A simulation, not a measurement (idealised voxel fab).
process module | voxel ribs on slabs
cross-section cut | 235 nm wide | cells 5 nm
A cross-section is a grid of square cells, given in bands from the top down. A band is one or more rows of cells.
Each band's line starts with the height of the band's top and of its bottom, in nm. Then come its materials from left to right, each with its width in nm. One material with "throughout" fills the band from edge to edge. "air" is empty space.
Height 0 is the level under which the wafer as received is all one material. The lowest band goes on downwards, as in "0 down".
A width such as "30 to 40" changes by the same amount from each row of cells to the next, from the band's top row to its bottom row.
"no change" after a step means that no cell of the cross-section changed.
closed voids: empty space of 8 cells or more with no open way to the top, each as width x height at its distance from the left edge, in nm
after a step's settings: what the simulator itself notes on the step
overlay nm, on a step with a mask: how far to the right of its planned place the mask lay; to the left if negative
plan
1 op RECEIVE | material Si
2 op DIRECTIONAL_DEP | material SiO2 | thk nm 25
3 op DIRECTIONAL_DEP | material polySi | thk nm 25
4 op DIRECTIONAL_DEP | material aC | thk nm 15
5 op PATTERN | tone cover | mask id RIB | material resist | width nm 30 | thk nm 35 | overlay nm 0
6 op DIRECTIONAL_ETCH | etch materials aC | depth nm 15
7 op STRIP | etch materials resist
8 op DIRECTIONAL_ETCH | etch materials polySi | depth nm 5
9 op STRIP | etch materials aC
10 op PATTERN | tone cover | mask id SLAB | material resist | width nm 90 | thk nm 20 | overlay nm 0
11 op DIRECTIONAL_ETCH | etch materials polySi | depth nm 20
12 op STRIP | etch materials resist
13 op FILL_DEP | material SiO2 | thk nm 30
14 op CMP | height nm 70
15 op DIRECTIONAL_DEP | material W | thk nm 10
16 op DIRECTIONAL_DEP | material aC | thk nm 10
17 op PATTERN | tone cover | mask id HEATER | material resist | width nm 40 | thk nm 25 | overlay nm 0
18 op DIRECTIONAL_ETCH | etch materials aC | depth nm 10
19 op STRIP | etch materials resist
20 op DIRECTIONAL_ETCH | etch materials W | depth nm 10
21 op STRIP | etch materials aC
22 op CONFORMAL_DEP | material SiO2 | thk nm 5
first wafer, as planned
as received, after step 1
  0 down: Si throughout
  closed voids: none
after step 2
  25 to 0: SiO2 throughout
  below 0: unchanged
after step 3
  50 to 25: polySi throughout
  below 25: unchanged
after step 4
  65 to 50: aC throughout
  below 50: unchanged
after step 5
  100 to 65: air 100 | resist 30 | air 105
  below 65: unchanged
after step 6
  85 to 65: air 100 | resist 30 | air 105
  65 to 50: air 100 | aC 30 | air 105
  below 50: unchanged
after step 7
  65 to 50: air 100 | aC 30 | air 105
  below 50: unchanged
after step 8
  65 to 50: air 100 | aC 30 | air 105
  50 to 45: air 100 | polySi 30 | air 105
  below 45: unchanged
after step 9
  50 to 45: air 100 | polySi 30 | air 105
  below 45: unchanged
after step 10
  70 to 50: air 70 | resist 90 | air 75
  50 to 45: air 70 | resist 30 | polySi 30 | resist 30 | air 75
  below 45: unchanged
after step 11
  70 to 50: air 70 | resist 90 | air 75
  50 to 45: air 70 | resist 30 | polySi 30 | resist 30 | air 75
  45 to 25: air 70 | polySi 90 | air 75
  below 25: unchanged
after step 12
  50 to 45: air 100 | polySi 30 | air 105
  below 45: unchanged
after step 13
  80 to 50: SiO2 throughout
  50 to 45: SiO2 100 | polySi 30 | SiO2 105
  45 to 25: SiO2 70 | polySi 90 | SiO2 75
  below 25: unchanged
after step 14
  70 to 50: SiO2 throughout
  below 50: unchanged
after step 15
  80 to 70: W throughout
  below 70: unchanged
after step 16
  90 to 80: aC throughout
  below 80: unchanged
after step 17
  115 to 90: air 95 | resist 40 | air 100
  below 90: unchanged
after step 18
  105 to 90: air 95 | resist 40 | air 100
  90 to 80: air 95 | aC 40 | air 100
  below 80: unchanged
after step 19
  90 to 80: air 95 | aC 40 | air 100
  below 80: unchanged
after step 20
  90 to 80: air 95 | aC 40 | air 100
  80 to 70: air 95 | W 40 | air 100
  below 70: unchanged
after step 21
  80 to 70: air 95 | W 40 | air 100
  below 70: unchanged
after step 22
  85 to 80: air 90 | SiO2 50 | air 95
  80 to 75: air 90 | SiO2 5 | W 40 | SiO2 5 | air 95
  75 to 70: SiO2 95 | W 40 | SiO2 100
  below 70: unchanged
second wafer: like start, like plan, one mistake. Through step 21 it matches the first wafer
when step 22 should have ended: no change
what went wrong: step 22 was left out
at the end the second wafer has, in cells: 51 fewer of SiO2
